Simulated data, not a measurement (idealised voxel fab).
Process module in this document: voxel capacitor over wiring
We display cut, a cross-section 140 nm in width whose square cells are each 5 nm.
A cross-section in this document is a grid of square cells, and it is written down as bands, the top band listed before the ones below it; a band is made up of one or more rows of cells. It is stipulated that each band's entry specify, in nanometres, the height of the top of the band and then that of its bottom, followed by the materials of the band in left-to-right sequence, each together with its width in nanometres. A single material marked by the word "everywhere" is understood to fill the band from edge to edge; the word "empty" is understood to denote empty space. Heights are measured from 0, the level below which the as-received wafer is all one material; the lowest band has no bottom and continues downward, written as in "0 down". With a width like "30->40", each row of cells in the band differs from the next by the same amount, the top row carrying the first number and the bottom row the second. For the purposes of this document, the phrase "remained unchanged" attached to a step denotes that no cell within the cross-section was modified by that step. "Cavities, closed": empty spaces of 8 cells or more with no open way to the top, each given as width x height at distance, distance from the left edge, all in nm. Note: text after step settings on the step line = simulator remark on that step. For masked steps, "overlay nm" on the step line gives how far right of plan the mask actually lay; a minus sign means it lay to the left.

**Intended process steps**
step 1: op RECEIVE | material Si
step 2: op CONFORMAL_DEP | material SiO2 | thk nm 15
step 3: op DIRECTIONAL_DEP | material TiN | thk nm 5
step 4: op DIRECTIONAL_DEP | material W | thk nm 20
step 5: op MASKED_ETCH | tone cover | mask id METAL_1 | width nm 20 | pitch nm 80 | etch materials W | depth nm 20 | overlay nm 0
step 6: op MASKED_ETCH | tone cover | mask id METAL_1 | width nm 20 | pitch nm 80 | etch materials TiN | depth nm 5 | overlay nm 0
step 7: op FILL_DEP | material lowk | thk nm 10
step 8: op CMP | height nm 40
step 9: op CONFORMAL_DEP | material SiCN | thk nm 5
step 10: op DIRECTIONAL_DEP | material lowk | thk nm 10
step 11: op PATTERN | tone open | mask id PLUG_1 | material resist | width nm 15 | thk nm 20 | overlay nm 0
step 12: op DIRECTIONAL_ETCH | etch materials lowk | depth nm 10
step 13: op DIRECTIONAL_ETCH | etch materials SiCN | depth nm 5
step 14: op STRIP | etch materials resist
step 15: op CONFORMAL_DEP | material TiN | thk nm 5
step 16: op FILL_DEP | material Cu | thk nm 10
step 17: op CMP | height nm 55
step 18: op DIRECTIONAL_DEP | material TiN | thk nm 10
step 19: op DIRECTIONAL_DEP | material Al2O3 | thk nm 5
step 20: op DIRECTIONAL_DEP | material TiN | thk nm 10
step 21: op PATTERN | tone cover | mask id UPPER_PLATE | material resist | width nm 65 | thk nm 20 | overlay nm 0
step 22: op DIRECTIONAL_ETCH | etch materials TiN | depth nm 10
step 23: op DIRECTIONAL_ETCH | etch materials Al2O3 | depth nm 5
step 24: op STRIP | etch materials resist
step 25: op PATTERN | tone cover | mask id LOWER_PLATE | material resist | width nm 75 | thk nm 20 | overlay nm 0
step 26: op DIRECTIONAL_ETCH | etch materials TiN | depth nm 10
step 27: op STRIP | etch materials resist
step 28: op FILL_DEP | material SiO2 | thk nm 20
step 29: op CMP | height nm 95
step 30: op MASKED_ETCH | tone open | mask id PLUG_2 | width nm 15 | etch materials SiO2 | depth nm 15 | overlay nm 0
step 31: op CONFORMAL_DEP | material TiN | thk nm 5
step 32: op FILL_DEP | material Ru | thk nm 10
step 33: op CMP | height nm 95
step 34: op CONFORMAL_DEP | material SiCN | thk nm 5

**This is the cross-section of the wafer as we received it, i.e. after step 1**
> 0 down  Si everywhere
> Cavities, closed: none

**a wafer at the end: this start, this plan, one mistake**
> 100 to 95  SiCN everywhere
> 95 to 85  45 of SiO2 | 5 of TiN | 5 of Ru | 5 of TiN | 80 of SiO2
> 85 to 80  45 of SiO2 | 15 of TiN | 80 of SiO2
> 80 to 70  25 of SiO2 | 65 of TiN | 50 of SiO2
> 70 to 65  25 of SiO2 | 65 of Al2O3 | 50 of SiO2
> 65 to 55  20 of SiO2 | 75 of TiN | 45 of SiO2
> 55 to 45  25 of lowk | 5 of TiN | 5 of Cu | 5 of TiN | 100 of lowk
> 45 to 40  25 of SiCN | 15 of TiN | 100 of SiCN
> 40 to 20  20 of lowk | 20 of W | 60 of lowk | 20 of W | 20 of lowk
> 20 to 15  20 of lowk | 20 of TiN | 60 of lowk | 20 of TiN | 20 of lowk
> 15 to 0  SiO2 everywhere
> 0 down  Si everywhere
> Cavities, closed: none
The plan and the run diverged here: in deviation from the planned setting, step 30 was conducted as op MASKED_ETCH | tone open | mask id PLUG_2 | width nm 15 | etch materials SiO2 | depth nm 15 | overlay nm 10
